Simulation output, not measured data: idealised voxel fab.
The document below concerns the process module designated voxel transistor to metal.
The width of the displayed cross-section, cut, is 185 nm; its cells are square, with a size of 5 nm.
Reading order for cross-sections: top band down to bottom band. Underlying form: a grid of square cells. Band size: one or more rows of cells. Heads up on the band format: heights come first, top then bottom, in nm. After that it's the materials left to right, each with its width in nm. A single material flagged "throughout" fills the whole band edge to edge, and "air" means there's empty space there. Below 0: as-received wafer, all one material; heights counted from there. Lowest band: no bottom, goes on down, written "0 down". A width given as "30->40" starts at the first number in the band's top row and ends at the second number in its bottom row, shifting by an equal amount at every step from row to row. For the purposes of this document, the phrase "changes: none" attached to a step denotes that no cell within the cross-section was modified by that step. You'll see "Cavities, sealed" listing empty spaces that have no way open to the top, as long as they're 8 cells or more; the notation is width x height at distance, where the distance is from the left edge, and all of it is in nm. On a step's line, text after the settings is the simulator commenting on that step. A step's line can hold "overlay nm"; with a mask on that step, the setting says how far right of the planned place the mask lay, while a negative setting says it lay to the left.

### This section lists the process steps that were planned
| 1 | RECEIVE | material Si |
| 2 | CONFORMAL_DEP | material SiO2 | thk nm 5 |
| 3 | CONFORMAL_DEP | material SiN | thk nm 10 |
| 4 | DIRECTIONAL_DEP | material aC | thk nm 15 |
| 5 | PATTERN | tone cover | mask id ACTIVE | material resist | width nm 100 | thk nm 30 | overlay nm 0 |
| 6 | DIRECTIONAL_ETCH | etch materials aC | depth nm 15 |
| 7 | STRIP | etch materials resist |
| 8 | DIRECTIONAL_ETCH | etch materials SiN | depth nm 10 |
| 9 | DIRECTIONAL_ETCH | etch materials SiO2 | depth nm 5 |
| 10 | DIRECTIONAL_ETCH | etch materials Si | depth nm 30 |
| 11 | STRIP | etch materials aC |
| 12 | FILL_DEP | material SiO2 | thk nm 15 |
| 13 | CMP | height nm 15 |
| 14 | SELECTIVE_ETCH | etch materials SiO2 | depth nm 10 |
| 15 | STRIP | etch materials SiN |
| 16 | SELECTIVE_ETCH | etch materials SiO2 | depth nm 5 |
| 17 | OXIDIZE | depth nm 5 |
| 18 | DIRECTIONAL_DEP | material polySi | thk nm 25 |
| 19 | DIRECTIONAL_DEP | material SiCN | thk nm 10 |
| 20 | DIRECTIONAL_DEP | material aC | thk nm 15 |
| 21 | PATTERN | tone cover | mask id GATE | material resist | width nm 20 | thk nm 35 | overlay nm 0 |
| 22 | DIRECTIONAL_ETCH | etch materials aC | depth nm 15 |
| 23 | STRIP | etch materials resist |
| 24 | DIRECTIONAL_ETCH | etch materials SiCN | depth nm 20 |
| 25 | DIRECTIONAL_ETCH | etch materials polySi | depth nm 35 |
| 26 | STRIP | etch materials aC |
| 27 | CONFORMAL_DEP | material SiN | thk nm 10 |
| 28 | DIRECTIONAL_ETCH | etch materials SiN | depth nm 10 |
| 29 | DIRECTIONAL_ETCH | etch materials SiO2 | depth nm 5 |
| 30 | DIRECTIONAL_ETCH | etch materials Si | depth nm 10 |
| 31 | EPI | material SiGe | thk nm 15 |
| 32 | FILL_DEP | material SiO2 | thk nm 5 |
| 33 | CMP | height nm 35 |
| 34 | DIRECTIONAL_DEP | material SiO2 | thk nm 10 |
| 35 | PATTERN | tone open | mask id CONTACT | material resist | width nm 30 | pitch nm 60 | thk nm 15 | overlay nm 0 |
| 36 | DIRECTIONAL_ETCH | etch materials SiO2 | depth nm 45 |
| 37 | STRIP | etch materials resist |
| 38 | CONFORMAL_DEP | material TiN | thk nm 5 |
| 39 | FILL_DEP | material W | thk nm 10 |
| 40 | CMP | height nm 45 |
| 41 | CONFORMAL_DEP | material SiN | thk nm 5 |
| 42 | DIRECTIONAL_DEP | material SiO2 | thk nm 20 |
| 43 | MASKED_ETCH | tone open | mask id METAL_1 | width nm 15 | pitch nm 75 | etch materials SiO2 | depth nm 20 | overlay nm 0 |
| 44 | MASKED_ETCH | tone open | mask id METAL_1 | width nm 15 | pitch nm 75 | etch materials SiN | depth nm 5 | overlay nm 0 |
| 45 | CONFORMAL_DEP | material TiN | thk nm 5 |
| 46 | FILL_DEP | material Cu | thk nm 10 |
| 47 | CMP | height nm 70 |
| 48 | CONFORMAL_DEP | material SiCN | thk nm 5 |
| 49 | DIRECTIONAL_DEP | material SiO2 | thk nm 25 |
| 50 | PATTERN | tone open | mask id METAL_2 | material resist | width nm 15 | pitch nm 75 | thk nm 15 | overlay nm 0 |
| 51 | DIRECTIONAL_ETCH | etch materials SiO2 | depth nm 15 |
| 52 | STRIP | etch materials resist |
| 53 | DIRECTIONAL_DEP | material aC | thk nm 15 |
| 54 | PATTERN | tone open | mask id METAL_2_HOLES | material resist | width nm 15 | pitch nm 75 | thk nm 35 | overlay nm 0 |
| 55 | DIRECTIONAL_ETCH | etch materials aC | depth nm 15 |
| 56 | STRIP | etch materials resist |
| 57 | DIRECTIONAL_ETCH | etch materials SiO2 | depth nm 10 |
| 58 | DIRECTIONAL_ETCH | etch materials SiCN | depth nm 5 |
| 59 | STRIP | etch materials aC |
| 60 | CONFORMAL_DEP | material TiN | thk nm 5 |
| 61 | FILL_DEP | material Cu | thk nm 10 |
| 62 | CMP | height nm 100 |
| 63 | CONFORMAL_DEP | material SiN | thk nm 5 |

### Cross-section of the wafer as it came to us, i.e., already through step 1
> 0 down | Si throughout
> Cavities, sealed: none

### First of two wafers at the end of the module, shown in cross-section; run carried out as planned
> 105 to 100 | SiN throughout
> 100 to 75 | SiO2 (45); TiN (5); Cu (5); TiN (5); SiO2 (60); TiN (5); Cu (5); TiN (5); SiO2 (50)
> 75 to 70 | SiCN (45); TiN (15); SiCN (60); TiN (15); SiCN (50)
> 70 to 50 | SiO2 (45); TiN (5); Cu (5); TiN (5); SiO2 (60); TiN (5); Cu (5); TiN (5); SiO2 (50)
> 50 to 45 | SiN (45); TiN (15); SiN (60); TiN (15); SiN (50)
> 45 to 35 | SiO2 (45); TiN (5); W (20->15); TiN (5->10); SiO2 (30); TiN (5->10); W (20->15); TiN (5); SiO2 (50)
> 35 to 25 | SiO2 (45); TiN (5); W (15); TiN (5); SiN (10); SiCN (20); SiN (10); TiN (5); W (15); TiN (5); SiO2 (50)
> 25 to 15 | SiO2 (45); TiN (5); W (15); TiN (5); SiN (10); polySi (20); SiN (10); TiN (5); W (15); TiN (5); SiO2 (50)
> 15 to 10 | SiO2 (45); TiN (25); SiN (10); polySi (20); SiN (10); TiN (25); SiO2 (50)
> 10 to 0 | SiO2 (45); TiN (10); SiGe (15); SiN (10); polySi (20); SiN (10); SiGe (15); TiN (10); SiO2 (50)
> 0 to -5 | SiO2 (35); SiGe (35); SiO2 (40); SiGe (35); SiO2 (40)
> -5 to -15 | SiO2 (40); SiGe (30); Si (40); SiGe (30); SiO2 (45)
> -15 to -30 | SiO2 (40); Si (100); SiO2 (45)
> -30 down | Si throughout
> Cavities, sealed: none

### This is the second of the two wafers, cross-sectioned at the end of the module; it started exactly like the first and was given the same plan, but it was run with one mistake
> 105 to 100 | SiN throughout
> 100 to 95 | Cu throughout
> 95 to 90 | Cu (40); TiN (25); Cu (50); TiN (25); Cu (45)
> 90 to 85 | TiN (45); SiO2 (15); TiN (60); SiO2 (15); TiN (50)
> 85 to 75 | SiO2 throughout
> 75 to 70 | SiCN throughout
> 70 to 50 | SiO2 (45); TiN (5); Cu (5); TiN (5); SiO2 (60); TiN (5); Cu (5); TiN (5); SiO2 (50)
> 50 to 45 | SiN (45); TiN (15); SiN (60); TiN (15); SiN (50)
> 45 to 35 | SiO2 (45); TiN (5); W (20->15); TiN (5->10); SiO2 (30); TiN (5->10); W (20->15); TiN (5); SiO2 (50)
> 35 to 25 | SiO2 (45); TiN (5); W (15); TiN (5); SiN (10); SiCN (20); SiN (10); TiN (5); W (15); TiN (5); SiO2 (50)
> 25 to 15 | SiO2 (45); TiN (5); W (15); TiN (5); SiN (10); polySi (20); SiN (10); TiN (5); W (15); TiN (5); SiO2 (50)
> 15 to 10 | SiO2 (45); TiN (25); SiN (10); polySi (20); SiN (10); TiN (25); SiO2 (50)
> 10 to 0 | SiO2 (45); TiN (10); SiGe (15); SiN (10); polySi (20); SiN (10); SiGe (15); TiN (10); SiO2 (50)
> 0 to -5 | SiO2 (35); SiGe (35); SiO2 (40); SiGe (35); SiO2 (40)
> -5 to -15 | SiO2 (40); SiGe (30); Si (40); SiGe (30); SiO2 (45)
> -15 to -30 | SiO2 (40); Si (100); SiO2 (45)
> -30 down | Si throughout
> Cavities, sealed: none
Which mistake was made when the wafer was run? step 50, actual vs plan mismatch, actual run PATTERN | tone cover | mask id METAL_2 | material resist | width nm 15 | pitch nm 75 | thk nm 15 | overlay nm 0
Counted in cells at the end, the second wafer holds more or fewer of these materials than the first: Cu: 54 more; SiCN: 6 more; SiO2: 75 fewer; TiN: 15 more
